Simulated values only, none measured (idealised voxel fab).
Herein follows the process module entitled voxel wiring stack.
Square cells of 5 nm make up the cross-section cut, whose width is 210 nm.
Throughout this document, each cross-section is represented as a grid of square cells and is presented as a sequence of bands enumerated from the top downward, where a band comprises one or more rows of cells.
First you get the band's top height and its bottom height, in nm, and then the materials it's made of, left to right, with each width in nm. If you see a single material with "everywhere", that one covers the band edge to edge. "air" is empty space.
A quick word on heights: they are counted from 0, and under that level the wafer as it came to us is one material throughout. The lowest band is different from the rest in having no bottom; it simply continues downward, written as in "0..down".
Note: "30 to 40" means the width goes from the first number (top row of the band) to the second number (bottom row) in equal steps per row of cells.
"everything unchanged" for a step: no cell of the cross-section changed in that step.
If an empty space has no open way to the top and is at least 8 cells in size, "Closed void entries" lists it, written width x height at distance, where distance is measured from the left edge and every value is in nm.
What comes after the settings on a step's line is commentary from the simulator itself on that step.
A step's line can hold "overlay nm"; with a mask on that step, the setting says how far right of the planned place the mask lay, while a negative setting says it lay to the left.
Process steps (planned)
1,RECEIVE with material Si
2,CONFORMAL_DEP with material SiO2, thk nm 10
3,DIRECTIONAL_DEP with material TiN, thk nm 5
4,DIRECTIONAL_DEP with material W, thk nm 15
5,PATTERN with tone cover, mask id METAL_1, material resist, width nm 30, pitch nm 60, thk nm 15, overlay nm 0
6,DIRECTIONAL_ETCH with etch materials W, depth nm 15
7,DIRECTIONAL_ETCH with etch materials TiN, depth nm 5
8,STRIP with etch materials resist
9,FILL_DEP with material SiO2, thk nm 5
10,CMP with height nm 30
11,CONFORMAL_DEP with material SiCN, thk nm 5
12,DIRECTIONAL_DEP with material SiO2, thk nm 10
13,DIRECTIONAL_DEP with material aC, thk nm 10
14,PATTERN with tone open, mask id PLUG_1, material resist, width nm 15, pitch nm 60, thk nm 25, overlay nm 0
15,DIRECTIONAL_ETCH with etch materials aC, depth nm 10
16,STRIP with etch materials resist
17,DIRECTIONAL_ETCH with etch materials SiO2, depth nm 10
18,DIRECTIONAL_ETCH with etch materials SiCN, depth nm 5
19,STRIP with etch materials aC
20,EPI with material Ru, thk nm 10
21,EPI with material Ru, thk nm 5
22,CONFORMAL_DEP with material SiN, thk nm 5
23,DIRECTIONAL_DEP with material SiO2, thk nm 15
24,DIRECTIONAL_DEP with material aC, thk nm 15
25,PATTERN with tone open, mask id METAL_2, material resist, width nm 30, pitch nm 60, thk nm 30, overlay nm 0
26,DIRECTIONAL_ETCH with etch materials aC, depth nm 15
27,STRIP with etch materials resist
28,DIRECTIONAL_ETCH with etch materials SiO2, depth nm 15
29,DIRECTIONAL_ETCH with etch materials SiN, depth nm 5
30,STRIP with etch materials aC
31,CONFORMAL_DEP with material TiN, thk nm 5
32,FILL_DEP with material W, thk nm 10
33,CMP with height nm 65
34,CONFORMAL_DEP with material SiCN, thk nm 5
35,DIRECTIONAL_DEP with material lowk, thk nm 15
36,DIRECTIONAL_DEP with material aC, thk nm 10
37,PATTERN with tone open, mask id PLUG_2, material resist, width nm 15, pitch nm 60, thk nm 25, overlay nm 0
38,DIRECTIONAL_ETCH with etch materials aC, depth nm 10
39,STRIP with etch materials resist
40,DIRECTIONAL_ETCH with etch materials lowk, depth nm 15
41,DIRECTIONAL_ETCH with etch materials SiCN, depth nm 5
42,STRIP with etch materials aC
43,EPI with material Ru, thk nm 10
44,EPI with material Ru, thk nm 10
45,DIRECTIONAL_DEP with material TiN, thk nm 5
46,DIRECTIONAL_DEP with material Ru, thk nm 15
47,DIRECTIONAL_DEP with material aC, thk nm 10
48,PATTERN with tone cover, mask id METAL_3, material resist, width nm 30, pitch nm 60, thk nm 25, overlay nm 0
49,DIRECTIONAL_ETCH with etch materials aC, depth nm 10
50,STRIP with etch materials resist
51,DIRECTIONAL_ETCH with etch materials Ru, depth nm 15
52,DIRECTIONAL_ETCH with etch materials TiN, depth nm 5
53,STRIP with etch materials aC
54,FILL_DEP with material lowk, thk nm 5
55,CMP with height nm 105
56,CONFORMAL_DEP with material SiCN, thk nm 5
57,DIRECTIONAL_DEP with material SiO2, thk nm 20
58,MASKED_ETCH with tone open, mask id PLUG_3, width nm 15, pitch nm 120, etch materials SiO2, depth nm 20, overlay nm 0
59,MASKED_ETCH with tone open, mask id PLUG_3, width nm 15, pitch nm 120, etch materials SiCN, depth nm 5, overlay nm 0
60,CONFORMAL_DEP with material TiN, thk nm 5
61,FILL_DEP with material Cu, thk nm 5
62,CMP with height nm 130
63,DIRECTIONAL_DEP with material TiN, thk nm 5
64,DIRECTIONAL_DEP with material W, thk nm 15
65,PATTERN with tone cover, mask id METAL_4, material resist, width nm 30, pitch nm 60, thk nm 15, overlay nm 0
66,DIRECTIONAL_ETCH with etch materials W, depth nm 15
67,DIRECTIONAL_ETCH with etch materials TiN, depth nm 5
68,STRIP with etch materials resist
69,FILL_DEP with material lowk, thk nm 10
70,CMP with height nm 150
71,CONFORMAL_DEP with material SiCN, thk nm 5
Incoming wafer, cross-sectional view, post step 1
	0..down | Si everywhere
	Closed void entries: none
a wafer at the end: this start, this plan, one mistake
	155..150 | SiCN everywhere
	150..135 | 30 of lowk | 30 of W | 30 of lowk | 30 of W | 30 of lowk | 30 of W | 30 of lowk
	135..130 | 30 of lowk | 30 of TiN | 30 of lowk | 30 of TiN | 30 of lowk | 30 of TiN | 30 of lowk
	130..110 | 30 of SiO2 | 5 of TiN | 5 of Cu | 5 of TiN | 105 of SiO2 | 5 of TiN | 5 of Cu | 5 of TiN | 45 of SiO2
	110..105 | 30 of SiCN | 15 of TiN | 105 of SiCN | 15 of TiN | 45 of SiCN
	105..100 | 30 of lowk | 15 of Ru | 15 of TiN | 30 of lowk | 15 of Ru | 15 of TiN | 30 of lowk | 15 of Ru | 15 of TiN | 30 of lowk
	100..90 | 30 of lowk | 15 of Ru | 45 of lowk | 15 of Ru | 45 of lowk | 15 of Ru | 45 of lowk
	90..85 | 30 of lowk | 15 of TiN | 45 of lowk | 15 of TiN | 45 of lowk | 15 of TiN | 45 of lowk
	85..70 | lowk everywhere
	70..65 | SiCN everywhere
	65..50 | 30 of SiO2 | 5 of TiN | 20 of W | 5 of TiN | 30 of SiO2 | 5 of TiN | 20 of W | 5 of TiN | 30 of SiO2 | 5 of TiN | 20 of W | 5 of TiN | 30 of SiO2
	50..45 | 30 of SiN | 30 of TiN | 30 of SiN | 30 of TiN | 30 of SiN | 30 of TiN | 30 of SiN
	45..35 | 30 of SiO2 | 15 of Ru | 45 of SiO2 | 15 of Ru | 45 of SiO2 | 15 of Ru | 45 of SiO2
	35..30 | 30 of SiCN | 15 of Ru | 45 of SiCN | 15 of Ru | 45 of SiCN | 15 of Ru | 45 of SiCN
	30..15 | 30 of SiO2 | 30 of W | 30 of SiO2 | 30 of W | 30 of SiO2 | 30 of W | 30 of SiO2
	15..10 | 30 of SiO2 | 30 of TiN | 30 of SiO2 | 30 of TiN | 30 of SiO2 | 30 of TiN | 30 of SiO2
	10..0 | SiO2 everywhere
	0..down | Si everywhere
	Closed void entries: none
what went wrong: step 35 from the plan got run twice
